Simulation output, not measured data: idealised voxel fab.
process module | voxel ribs on slabs
cross-section cut | 275 nm wide | cells 5 nm
A cross-section is a grid of square cells, given in bands from the top down. A band is one or more rows of cells.
Each band's line starts with the height of the band's top and of its bottom, in nm. Then come its materials from left to right, each with its width in nm. One material with "throughout" fills the band from edge to edge. "air" is empty space.
Height 0 is the level under which the wafer as received is all one material. The lowest band goes on downwards, as in "0 down".
A width such as "30 to 40" changes by the same amount from each row of cells to the next, from the band's top row to its bottom row.
"no change" after a step means that no cell of the cross-section changed.
closed voids: empty space of 8 cells or more with no open way to the top, each as width x height at its distance from the left edge, in nm
after a step's settings: what the simulator itself notes on the step
overlay nm, on a step with a mask: how far to the right of its planned place the mask lay; to the left if negative
plan
1 op RECEIVE | material Si
2 op DIRECTIONAL_DEP | material SiO2 | thk nm 20
3 op DIRECTIONAL_DEP | material polySi | thk nm 15
4 op DIRECTIONAL_DEP | material aC | thk nm 15
5 op PATTERN | tone cover | mask id RIB | material resist | width nm 15 | thk nm 30 | overlay nm 0
6 op DIRECTIONAL_ETCH | etch materials aC | depth nm 15
7 op STRIP | etch materials resist
8 op DIRECTIONAL_ETCH | etch materials polySi | depth nm 10
9 op STRIP | etch materials aC
10 op MASKED_ETCH | tone cover | mask id SLAB | width nm 75 | etch materials polySi | depth nm 5 | overlay nm 0
11 op FILL_DEP | material SiO2 | thk nm 15
12 op CMP | height nm 45
13 op DIRECTIONAL_DEP | material W | thk nm 10
14 op MASKED_ETCH | tone cover | mask id HEATER | width nm 25 | etch materials W | depth nm 10 | overlay nm 0
15 op CONFORMAL_DEP | material SiO2 | thk nm 5
as received, after step 1
  0 down: Si throughout
  closed voids: none
a wafer at the end: this start, this plan, one mistake
  60 to 55: air 120 | SiO2 35 | air 120
  55 to 50: SiO2 125 | W 25 | SiO2 125
  50 to 45: W throughout
  45 to 35: SiO2 throughout
  35 to 25: SiO2 130 | polySi 15 | SiO2 130
  25 to 20: SiO2 100 | polySi 75 | SiO2 100
  20 to 0: SiO2 throughout
  0 down: Si throughout
  closed voids: none
what went wrong: step 14 ran as: op MASKED_ETCH | tone cover | mask id HEATER | width nm 25 | etch materials W | depth nm 5 | overlay nm 0
